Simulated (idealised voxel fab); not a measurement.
Process module in this document: voxel plated lines
For reference, the cross-section in this document is cut, with width 290 nm and square cells of 5 nm.
A cross-section in this document is a grid of square cells, and it is written down as bands, the top band listed before the ones below it; a band is made up of one or more rows of cells.
Within each band entry, the heights of the top and of the bottom of the band appear first, in that order and in nm; the materials of the band then follow from left to right, each with its corresponding width in nm. The designation "edge to edge" on a single material indicates that it fills the band from edge to edge; the designation "blank" indicates empty space.
Measure heights from 0. That's the level where, below it, the as-received wafer is all one material. The lowest band is bottomless and extends downward; write it as in "0 -> down".
With a width like "30..40", each row of cells in the band differs from the next by the same amount, the top row carrying the first number and the bottom row the second.
"no change", as given for a step, is the statement that not any cell of the cross-section underwent a change during that step.
"Enclosed void entries" means: voids of 8 cells or more that are shut off from the top with no open way through. Written width x height at distance, distance from the left edge, in nm.
If you see something after the settings on a step's line, that's the simulator's own remark about that step.
The line of a step may include "overlay nm". On a step with a mask, this value is how far to the right of its planned place the mask lay. A negative value means the mask lay to the left.
The planned process steps are enumerated hereunder:
- 1: RECEIVE | material Si
- 2: CONFORMAL_DEP | material Al2O3 | thk nm 5
- 3: DIRECTIONAL_DEP | material TiN | thk nm 5
- 4: PATTERN | tone open | mask id LINES | material resist | width nm 30 | pitch nm 55 | thk nm 35 | overlay nm 0
- 5: EPI | material Ru | thk nm 10
- 6: EPI | material Ru | thk nm 5
- 7: EPI | material Ru | thk nm 10
- 8: STRIP | etch materials resist
- 9: DIRECTIONAL_ETCH | etch materials TiN | depth nm 5
- 10: CONFORMAL_DEP | material SiCN | thk nm 10
Cross-section, incoming material, after step 1:
0 -> down  Si edge to edge
Enclosed void entries: none
Looking at the first of two wafers in cross-section at end of module - ran to plan:
45 -> 35  blank: 35; SiCN: 50; blank: 5; SiCN: 50; blank: 5; SiCN: 50; blank: 5; SiCN: 50; blank: 40
35 -> 15  blank: 35; SiCN: 10; Ru: 30; SiCN: 10; blank: 5; SiCN: 10; Ru: 30; SiCN: 10; blank: 5; SiCN: 10; Ru: 30; SiCN: 10; blank: 5; SiCN: 10; Ru: 30; SiCN: 10; blank: 40
15 -> 10  SiCN: 45; Ru: 30; SiCN: 25; Ru: 30; SiCN: 25; Ru: 30; SiCN: 25; Ru: 30; SiCN: 50
10 -> 5  SiCN: 45; TiN: 30; SiCN: 25; TiN: 30; SiCN: 25; TiN: 30; SiCN: 25; TiN: 30; SiCN: 50
5 -> 0  Al2O3 edge to edge
0 -> down  Si edge to edge
Enclosed void entries: none
So this is wafer number two of the two, cut at the end of the module - it started where the first did and had the same plan, we just got one thing wrong running it:
45 -> 35  SiCN: 55; blank: 10; SiCN: 45; blank: 10; SiCN: 45; blank: 10; SiCN: 45; blank: 10; SiCN: 60
35 -> 15  Ru: 45; SiCN: 10; blank: 10; SiCN: 10; Ru: 25; SiCN: 10; blank: 10; SiCN: 10; Ru: 25; SiCN: 10; blank: 10; SiCN: 10; Ru: 25; SiCN: 10; blank: 10; SiCN: 10; Ru: 50
15 -> 10  Ru: 45; SiCN: 30; Ru: 25; SiCN: 30; Ru: 25; SiCN: 30; Ru: 25; SiCN: 30; Ru: 50
10 -> 5  TiN: 45; SiCN: 30; TiN: 25; SiCN: 30; TiN: 25; SiCN: 30; TiN: 25; SiCN: 30; TiN: 50
5 -> 0  Al2O3 edge to edge
0 -> down  Si edge to edge
Enclosed void entries: none
It is concluded that the wafer was processed incorrectly with respect to the plan, in that step 4 ran with different settings than intended, the actual operation and settings being PATTERN | tone cover | mask id LINES | material resist | width nm 30 | pitch nm 55 | thk nm 35 | overlay nm 0
End of process, cell counts, second wafer against first, materials with more or fewer: Ru: 50 more; TiN: 10 more
